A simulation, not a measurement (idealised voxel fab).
Presented below is a process module, voxel gate over fins.
Pictured: cross-section cut, 145 nm wide, on a grid of 5 nm square cells.
How to read a cross-section here: the picture is a grid of square cells, written as bands going from the top down, and any band can span one or more rows of cells. Band: top height; bottom height; in nm. Then, left to right: material with width in nm, for each material. "full width": a single material spanning edge to edge. "blank": empty space. Below 0: as-received wafer, all one material; heights counted from there. Lowest band: no bottom, goes on down, written "0..down". Note: "30..40" means the width goes from the first number (top row of the band) to the second number (bottom row) in equal steps per row of cells. Key: "everything unchanged" - step with no changed cell in the cross-section. The label "Enclosed cavities" introduces a list of the empty spaces, 8 cells or larger, that have no open way up to the top; each entry in it reads width x height at distance, where the distance is taken from the left edge and all three are stated in nm. Read whatever lies past the settings on a step's line as the simulator's own remark about the step. overlay nm: mask offset rightward from planned place, masked step; negative means leftward offset.
**This section lists the process steps that were planned**
step 1: RECEIVE with material Si
step 2: CONFORMAL_DEP with material SiN, thk nm 10
step 3: DIRECTIONAL_DEP with material aC, thk nm 10
step 4: PATTERN with tone cover, mask id FINS, material resist, width nm 15, pitch nm 35, thk nm 30, overlay nm 0
step 5: DIRECTIONAL_ETCH with etch materials aC, depth nm 10
step 6: STRIP with etch materials resist
step 7: DIRECTIONAL_ETCH with etch materials SiN, depth nm 10
step 8: DIRECTIONAL_ETCH with etch materials Si, depth nm 40
step 9: STRIP with etch materials aC
step 10: OXIDIZE with depth nm 5
step 11: FILL_DEP with material SiO2, thk nm 5
step 12: CMP with height nm 10
step 13: SELECTIVE_ETCH with etch materials SiO2, depth nm 25
step 14: STRIP with etch materials SiN
step 15: CONFORMAL_DEP with material HfO2, thk nm 5
step 16: CONFORMAL_DEP with material TiN, thk nm 5
step 17: CONFORMAL_DEP with material TiAl, thk nm 5
step 18: CONFORMAL_DEP with material TiN, thk nm 5
step 19: FILL_DEP with material W, thk nm 15
step 20: CMP with height nm 30
step 21: CONFORMAL_DEP with material SiCN, thk nm 5
**Cross-sectional view of the wafer in its as-received condition, corresponding to the state after step 1**
- 0..down  Si full width
- Enclosed cavities: none
**Cross-section, first of two wafers, end of module, run as planned**
- 35..30  SiCN full width
- 30..20  W full width
- 20..15  W: 30  TiN: 80  W: 35
- 15..10  W: 30  TiN: 5  TiAl: 70  TiN: 5  W: 35
- 10..5  W: 30  TiN: 5  TiAl: 5  TiN: 25  TiAl: 10  TiN: 25  TiAl: 5  TiN: 5  W: 35
- 5..0  TiN: 35  TiAl: 5  TiN: 5  HfO2: 15  TiN: 5  TiAl: 10  TiN: 5  HfO2: 15  TiN: 5  TiAl: 5  TiN: 40
- 0..-5  TiAl: 40  TiN: 5  HfO2: 5  Si: 5  HfO2: 5  TiN: 5  TiAl: 10  TiN: 5  HfO2: 5  Si: 5  HfO2: 5  TiN: 5  TiAl: 45
- -5..-10  TiN: 45  HfO2: 5  Si: 5  HfO2: 5  TiN: 20  HfO2: 5  Si: 5  HfO2: 5  TiN: 50
- -10..-15  HfO2: 50  Si: 5  HfO2: 30  Si: 5  HfO2: 55
- -15..-45  SiO2: 50  Si: 5  SiO2: 30  Si: 5  SiO2: 55
- -45..down  Si full width
- Enclosed cavities: none
**What the second wafer looks like in cross-section once the module is done. Its start and its plan matched the first wafer's exactly; what differed was one mistake in how it was run**
- 35..30  SiCN full width
- 30..20  W full width
- 20..15  W: 30  TiN: 80  W: 35
- 15..10  W: 30  TiN: 5  TiAl: 70  TiN: 5  W: 35
- 10..5  W: 30  TiN: 5  TiAl: 5  TiN: 25  TiAl: 10  TiN: 25  TiAl: 5  TiN: 5  W: 35
- 5..0  W: 30  TiN: 5  TiAl: 5  TiN: 5  HfO2: 15  TiN: 5  TiAl: 10  TiN: 5  HfO2: 15  TiN: 5  TiAl: 5  TiN: 5  W: 35
- 0..-20  W: 30  TiN: 5  TiAl: 5  TiN: 5  HfO2: 5  Si: 5  HfO2: 5  TiN: 5  TiAl: 10  TiN: 5  HfO2: 5  Si: 5  HfO2: 5  TiN: 5  TiAl: 5  TiN: 5  W: 35
- -20..-25  TiN: 35  TiAl: 5  TiN: 5  HfO2: 5  Si: 5  HfO2: 5  TiN: 5  TiAl: 10  TiN: 5  HfO2: 5  Si: 5  HfO2: 5  TiN: 5  TiAl: 5  TiN: 40
- -25..-30  TiAl: 40  TiN: 5  HfO2: 5  Si: 5  HfO2: 5  TiN: 5  TiAl: 10  TiN: 5  HfO2: 5  Si: 5  HfO2: 5  TiN: 5  TiAl: 45
- -30..-35  TiN: 45  HfO2: 5  Si: 5  HfO2: 5  TiN: 20  HfO2: 5  Si: 5  HfO2: 5  TiN: 50
- -35..-40  HfO2: 50  Si: 5  HfO2: 30  Si: 5  HfO2: 55
- -40..-45  SiO2: 50  Si: 5  SiO2: 30  Si: 5  SiO2: 55
- -45..down  Si full width
- Enclosed cavities: none
Heads up, the wafer didn't run the way we planned it: regarding the plan, step 13 was run twice
Per the end-of-run cell counts, the second wafer holds more or fewer of some materials than the first: +20 HfO2, -135 SiO2, +20 TiAl, +30 TiN, +65 W
